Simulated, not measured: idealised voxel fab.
The document below concerns the process module designated voxel self aligned contacts.
Cross-sectional view cut (width: 175 nm; square cell size: 5 nm).
Cross-sections here: square-cell grids, written as top-down lists of bands, a band being one or more rows of cells.
Each band's line starts with the height of the band's top and of its bottom, in nm. Then come its materials from left to right, each with its width in nm. One material with "edge to edge" fills the band from edge to edge. "blank" is empty space.
All heights in this document are referenced to 0, defined as the level beneath which the wafer, as received, consists entirely of one material. The lowest band is not bounded below; it extends indefinitely downward and is written in the form "0 down".
You'd read "30->40" like this: the band's top row of cells is as wide as the first number, its bottom row is as wide as the second, and going down, every row changes width by the same amount as the row before did.
A step reported as "nothing was modified" is a step in which no cell of the cross-section changed.
Heads up: "Closed void register" only lists the empty pockets with no open path to the top that are 8 cells or more, and it writes them as width x height at distance, distance from the left edge, in nm.
Step line, after settings: the simulator's comment on this step.
overlay nm: mask right of planned place by this much (step with mask). Neg. = left.

List of planned process steps
1,RECEIVE, material Si
2,CONFORMAL_DEP, material SiO2, thk nm 5
3,DIRECTIONAL_DEP, material polySi, thk nm 25
4,DIRECTIONAL_DEP, material SiN, thk nm 25
5,MASKED_ETCH, tone cover, mask id GATE, width nm 30, pitch nm 65, etch materials SiN, depth nm 25, overlay nm 0
6,MASKED_ETCH, tone cover, mask id GATE, width nm 30, pitch nm 65, etch materials polySi, depth nm 25, overlay nm 0
7,CONFORMAL_DEP, material SiN, thk nm 10
8,DIRECTIONAL_ETCH, etch materials SiN, depth nm 10
9,FILL_DEP, material SiO2, thk nm 10
10,CMP, height nm 60
11,MASKED_ETCH, tone open, mask id CONTACT, width nm 45, etch materials SiO2, depth nm 60, overlay nm 0
12,CONFORMAL_DEP, material TiN, thk nm 5
13,FILL_DEP, material W, thk nm 5
14,CMP, height nm 60
15,CONFORMAL_DEP, material SiN, thk nm 5

The first of the two wafers, which ran as planned

Cross-section of the wafer at receipt, which is the condition after step 1
> 0 down: Si edge to edge
> Closed void register: none

After step 2: wafer cross-section
> 5 to 0: SiO2 edge to edge
> At heights below 0, the structure remains unaltered.

After step 3: wafer cross-section
> 30 to 5: polySi edge to edge
> At heights below 5, the structure remains unaltered.

After step 4: wafer cross-section
> 55 to 30: SiN edge to edge
> At heights below 30, the structure remains unaltered.

After step 5: wafer cross-section
> 55 to 30: blank: 40, then SiN: 30, then blank: 35, then SiN: 30, then blank: 40
> At heights below 30, the structure remains unaltered.

After step 6: wafer cross-section
> 55 to 30: blank: 40, then SiN: 30, then blank: 35, then SiN: 30, then blank: 40
> 30 to 5: blank: 40, then polySi: 30, then blank: 35, then polySi: 30, then blank: 40
> At heights below 5, the structure remains unaltered.

After step 7: wafer cross-section
> 65 to 30: blank: 30, then SiN: 50, then blank: 15, then SiN: 50, then blank: 30
> 30 to 15: blank: 30, then SiN: 10, then polySi: 30, then SiN: 10, then blank: 15, then SiN: 10, then polySi: 30, then SiN: 10, then blank: 30
> 15 to 5: SiN: 40, then polySi: 30, then SiN: 35, then polySi: 30, then SiN: 40
> At heights below 5, the structure remains unaltered.

After step 8: wafer cross-section
> 55 to 30: blank: 30, then SiN: 50, then blank: 15, then SiN: 50, then blank: 30
> 30 to 5: blank: 30, then SiN: 10, then polySi: 30, then SiN: 10, then blank: 15, then SiN: 10, then polySi: 30, then SiN: 10, then blank: 30
> At heights below 5, the structure remains unaltered.

After step 9: wafer cross-section
> 65 to 55: SiO2 edge to edge
> 55 to 30: SiO2: 30, then SiN: 50, then SiO2: 15, then SiN: 50, then SiO2: 30
> 30 to 5: SiO2: 30, then SiN: 10, then polySi: 30, then SiN: 10, then SiO2: 15, then SiN: 10, then polySi: 30, then SiN: 10, then SiO2: 30
> At heights below 5, the structure remains unaltered.

After step 10: wafer cross-section
> 60 to 55: SiO2 edge to edge
> At heights below 55, the structure remains unaltered.

After step 11: wafer cross-section
> 60 to 55: SiO2: 65, then blank: 45, then SiO2: 65
> 55 to 30: SiO2: 30, then SiN: 50, then blank: 15, then SiN: 50, then SiO2: 30
> 30 to 5: SiO2: 30, then SiN: 10, then polySi: 30, then SiN: 10, then blank: 15, then SiN: 10, then polySi: 30, then SiN: 10, then SiO2: 30
> 5 to 0: SiO2: 80, then blank: 15, then SiO2: 80
> At heights below 0, the structure remains unaltered.

After step 12: wafer cross-section
> 65 to 60: TiN: 70, then blank: 35, then TiN: 70
> 60 to 55: SiO2: 65, then TiN: 20, then blank: 5, then TiN: 20, then SiO2: 65
> 55 to 30: SiO2: 30, then SiN: 50, then TiN: 5, then blank: 5, then TiN: 5, then SiN: 50, then SiO2: 30
> 30 to 5: SiO2: 30, then SiN: 10, then polySi: 30, then SiN: 10, then TiN: 5, then blank: 5, then TiN: 5, then SiN: 10, then polySi: 30, then SiN: 10, then SiO2: 30
> 5 to 0: SiO2: 80, then TiN: 15, then SiO2: 80
> At heights below 0, the structure remains unaltered.

After step 13: wafer cross-section
> 70 to 65: W edge to edge
> 65 to 60: TiN: 70, then W: 35, then TiN: 70
> 60 to 55: SiO2: 65, then TiN: 20, then W: 5, then TiN: 20, then SiO2: 65
> 55 to 30: SiO2: 30, then SiN: 50, then TiN: 5, then W: 5, then TiN: 5, then SiN: 50, then SiO2: 30
> 30 to 5: SiO2: 30, then SiN: 10, then polySi: 30, then SiN: 10, then TiN: 5, then W: 5, then TiN: 5, then SiN: 10, then polySi: 30, then SiN: 10, then SiO2: 30
> At heights below 5, the structure remains unaltered.

After step 14: wafer cross-section
> 60 to 55: SiO2: 65, then TiN: 20, then W: 5, then TiN: 20, then SiO2: 65
> At heights below 55, the structure remains unaltered.

After step 15: wafer cross-section
> 65 to 60: SiN edge to edge
> At heights below 60, the structure remains unaltered.

For the second wafer, take the first wafer's start and plan, then add one mistake made in running it; everything through step 4, that step included, is shared with the first

The second wafer cut through, at the time step 5 was supposed to be finished
> 55 to 35: blank: 40, then SiN: 30, then blank: 35, then SiN: 30, then blank: 40
> At heights below 35, the structure remains unaltered.

The second wafer cut through, at the time step 6 was supposed to be finished: nothing was modified

The second wafer cut through, at the time step 7 was supposed to be finished
> 65 to 45: blank: 30, then SiN: 50, then blank: 15, then SiN: 50, then blank: 30
> 45 to 30: SiN edge to edge
> At heights below 30, the structure remains unaltered.

The second wafer cut through, at the time step 8 was supposed to be finished
> 55 to 35: blank: 30, then SiN: 50, then blank: 15, then SiN: 50, then blank: 30
> At heights below 35, the structure remains unaltered.

The second wafer cut through, at the time step 9 was supposed to be finished
> 65 to 55: SiO2 edge to edge
> 55 to 35: SiO2: 30, then SiN: 50, then SiO2: 15, then SiN: 50, then SiO2: 30
> At heights below 35, the structure remains unaltered.

The second wafer cut through, at the time step 10 was supposed to be finished
> 60 to 55: SiO2 edge to edge
> At heights below 55, the structure remains unaltered.

The second wafer cut through, at the time step 11 was supposed to be finished
> 60 to 55: SiO2: 65, then blank: 45, then SiO2: 65
> 55 to 35: SiO2: 30, then SiN: 50, then blank: 15, then SiN: 50, then SiO2: 30
> At heights below 35, the structure remains unaltered.

The second wafer cut through, at the time step 12 was supposed to be finished
> 65 to 60: TiN: 70, then blank: 35, then TiN: 70
> 60 to 55: SiO2: 65, then TiN: 20, then blank: 5, then TiN: 20, then SiO2: 65
> 55 to 40: SiO2: 30, then SiN: 50, then TiN: 5, then blank: 5, then TiN: 5, then SiN: 50, then SiO2: 30
> 40 to 35: SiO2: 30, then SiN: 50, then TiN: 15, then SiN: 50, then SiO2: 30
> At heights below 35, the structure remains unaltered.

The second wafer cut through, at the time step 13 was supposed to be finished
> 70 to 65: W edge to edge
> 65 to 60: TiN: 70, then W: 35, then TiN: 70
> 60 to 55: SiO2: 65, then TiN: 20, then W: 5, then TiN: 20, then SiO2: 65
> 55 to 40: SiO2: 30, then SiN: 50, then TiN: 5, then W: 5, then TiN: 5, then SiN: 50, then SiO2: 30
> At heights below 40, the structure remains unaltered.

The second wafer cut through, at the time step 14 was supposed to be finished
> 60 to 55: SiO2: 65, then TiN: 20, then W: 5, then TiN: 20, then SiO2: 65
> At heights below 55, the structure remains unaltered.

The second wafer cut through, at the time step 15 was supposed to be finished
> 65 to 60: SiN edge to edge
> At heights below 60, the structure remains unaltered.
Here's what went sideways: in deviation from the planned setting, step 5 was conducted as MASKED_ETCH, tone cover, mask id GATE, width nm 30, pitch nm 65, etch materials SiN, depth nm 20, overlay nm 0
End check, counted in cells, second wafer has more or fewer of these materials than the first: SiN -25, SiO2 -69, TiN -14, W -7, polySi +115
